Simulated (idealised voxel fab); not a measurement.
process module | voxel wiring stack
cross-section cut | 275 nm wide | cells 5 nm
A cross-section is a grid of square cells, given in bands from the top down. A band is one or more rows of cells.
Each band's line starts with the height of the band's top and of its bottom, in nm. Then come its materials from left to right, each with its width in nm. One material with "throughout" fills the band from edge to edge. "air" is empty space.
Height 0 is the level under which the wafer as received is all one material. The lowest band goes on downwards, as in "0 down".
A width such as "30 to 40" changes by the same amount from each row of cells to the next, from the band's top row to its bottom row.
"no change" after a step means that no cell of the cross-section changed.
closed voids: empty space of 8 cells or more with no open way to the top, each as width x height at its distance from the left edge, in nm
after a step's settings: what the simulator itself notes on the step
overlay nm, on a step with a mask: how far to the right of its planned place the mask lay; to the left if negative
plan
1 op RECEIVE | material Si
2 op CONFORMAL_DEP | material SiO2 | thk nm 10
3 op DIRECTIONAL_DEP | material TiN | thk nm 5
4 op DIRECTIONAL_DEP | material W | thk nm 25
5 op PATTERN | tone cover | mask id METAL_1 | material resist | width nm 20 | pitch nm 35 | thk nm 15 | overlay nm 0
6 op DIRECTIONAL_ETCH | etch materials W | depth nm 25
7 op DIRECTIONAL_ETCH | etch materials TiN | depth nm 5
8 op STRIP | etch materials resist
9 op FILL_DEP | material lowk | thk nm 5
10 op CMP | height nm 40
11 op CONFORMAL_DEP | material SiCN | thk nm 5
12 op DIRECTIONAL_DEP | material SiO2 | thk nm 15
13 op PATTERN | tone open | mask id PLUG_1 | material resist | width nm 15 | pitch nm 70 | thk nm 20 | overlay nm 0
14 op DIRECTIONAL_ETCH | etch materials SiO2 | depth nm 15
15 op DIRECTIONAL_ETCH | etch materials SiCN | depth nm 5
16 op STRIP | etch materials resist
17 op EPI | material Ru | thk nm 10
18 op EPI | material Ru | thk nm 10
19 op DIRECTIONAL_DEP | material TiN | thk nm 5
20 op DIRECTIONAL_DEP | material W | thk nm 25
21 op DIRECTIONAL_DEP | material aC | thk nm 15
22 op PATTERN | tone cover | mask id METAL_2 | material resist | width nm 20 | pitch nm 35 | thk nm 30 | overlay nm 0
23 op DIRECTIONAL_ETCH | etch materials aC | depth nm 15
24 op STRIP | etch materials resist
25 op DIRECTIONAL_ETCH | etch materials W | depth nm 25
26 op DIRECTIONAL_ETCH | etch materials TiN | depth nm 5
27 op STRIP | etch materials aC
28 op FILL_DEP | material lowk | thk nm 5
29 op CMP | height nm 90
30 op CONFORMAL_DEP | material SiCN | thk nm 5
31 op DIRECTIONAL_DEP | material SiO2 | thk nm 10
32 op DIRECTIONAL_DEP | material aC | thk nm 10
33 op PATTERN | tone open | mask id PLUG_2 | material resist | width nm 15 | pitch nm 70 | thk nm 25 | overlay nm 0
34 op DIRECTIONAL_ETCH | etch materials aC | depth nm 10
35 op STRIP | etch materials resist
36 op DIRECTIONAL_ETCH | etch materials SiO2 | depth nm 10
37 op DIRECTIONAL_ETCH | etch materials SiCN | depth nm 5
38 op STRIP | etch materials aC
39 op CONFORMAL_DEP | material TiN | thk nm 5
40 op FILL_DEP | material Ru | thk nm 5
41 op CMP | height nm 105
42 op CONFORMAL_DEP | material SiN | thk nm 5
43 op DIRECTIONAL_DEP | material SiO2 | thk nm 15
44 op PATTERN | tone open | mask id METAL_3 | material resist | width nm 20 | pitch nm 35 | thk nm 20 | overlay nm 0
45 op DIRECTIONAL_ETCH | etch materials SiO2 | depth nm 15
46 op DIRECTIONAL_ETCH | etch materials SiN | depth nm 5
47 op STRIP | etch materials resist
48 op CONFORMAL_DEP | material TiN | thk nm 5
49 op FILL_DEP | material Cu | thk nm 10
50 op CMP | height nm 125
51 op EPI | material Ru | thk nm 5
52 op FILL_DEP | material SiCN | thk nm 5
as received, after step 1
  0 down: Si throughout
  closed voids: none
first wafer at the end, as planned
  135 to 130: SiCN throughout
  130 to 125: SiCN 85 | Ru 30 | SiCN 5 | Ru 30 | SiCN 5 | Ru 30 | SiCN 90
  125 to 110: SiO2 90 | TiN 5 | Cu 10 | TiN 5 | SiO2 15 | TiN 5 | Cu 10 | TiN 5 | SiO2 15 | TiN 5 | Cu 10 | TiN 5 | SiO2 95
  110 to 105: SiN 90 | TiN 20 | SiN 15 | TiN 20 | SiN 15 | TiN 20 | SiN 95
  105 to 95: SiO2 90 | TiN 5 | Ru 5 | TiN 5 | SiO2 55 | TiN 5 | Ru 5 | TiN 5 | SiO2 100
  95 to 90: SiCN 90 | TiN 15 | SiCN 55 | TiN 15 | SiCN 100
  90 to 65: lowk 90 | W 20 | lowk 15 | W 20 | lowk 15 | W 20 | lowk 95
  65 to 60: lowk 90 | TiN 20 | lowk 15 | TiN 20 | lowk 15 | TiN 20 | lowk 95
  60 to 45: SiO2 90 | Ru 15 | SiO2 55 | Ru 15 | SiO2 100
  45 to 40: SiCN 90 | Ru 15 | SiCN 55 | Ru 15 | SiCN 100
  40 to 15: lowk 90 | W 20 | lowk 15 | W 20 | lowk 15 | W 20 | lowk 95
  15 to 10: lowk 90 | TiN 20 | lowk 15 | TiN 20 | lowk 15 | TiN 20 | lowk 95
  10 to 0: SiO2 throughout
  0 down: Si throughout
  closed voids: none
second wafer at the end: like start, like plan, one mistake
  135 to 130: SiCN throughout
  130 to 125: SiCN 90 | Ru 30 | SiCN 5 | Ru 30 | SiCN 5 | Ru 30 | SiCN 85
  125 to 110: SiO2 95 | TiN 5 | Cu 10 | TiN 5 | SiO2 15 | TiN 5 | Cu 10 | TiN 5 | SiO2 15 | TiN 5 | Cu 10 | TiN 5 | SiO2 90
  110 to 105: SiN 95 | TiN 20 | SiN 15 | TiN 20 | SiN 15 | TiN 20 | SiN 90
  105 to 95: SiO2 90 | TiN 5 | Ru 5 | TiN 5 | SiO2 55 | TiN 5 | Ru 5 | TiN 5 | SiO2 100
  95 to 90: SiCN 90 | TiN 15 | SiCN 55 | TiN 15 | SiCN 100
  90 to 65: lowk 90 | W 20 | lowk 15 | W 20 | lowk 15 | W 20 | lowk 95
  65 to 60: lowk 90 | TiN 20 | lowk 15 | TiN 20 | lowk 15 | TiN 20 | lowk 95
  60 to 45: SiO2 90 | Ru 15 | SiO2 55 | Ru 15 | SiO2 100
  45 to 40: SiCN 90 | Ru 15 | SiCN 55 | Ru 15 | SiCN 100
  40 to 15: lowk 90 | W 20 | lowk 15 | W 20 | lowk 15 | W 20 | lowk 95
  15 to 10: lowk 90 | TiN 20 | lowk 15 | TiN 20 | lowk 15 | TiN 20 | lowk 95
  10 to 0: SiO2 throughout
  0 down: Si throughout
  closed voids: none
what went wrong: step 44 ran as: op PATTERN | tone open | mask id METAL_3 | material resist | width nm 20 | pitch nm 35 | thk nm 20 | overlay nm 5
at the end the second wafer has, in cells: as many of each material as the first, in other places
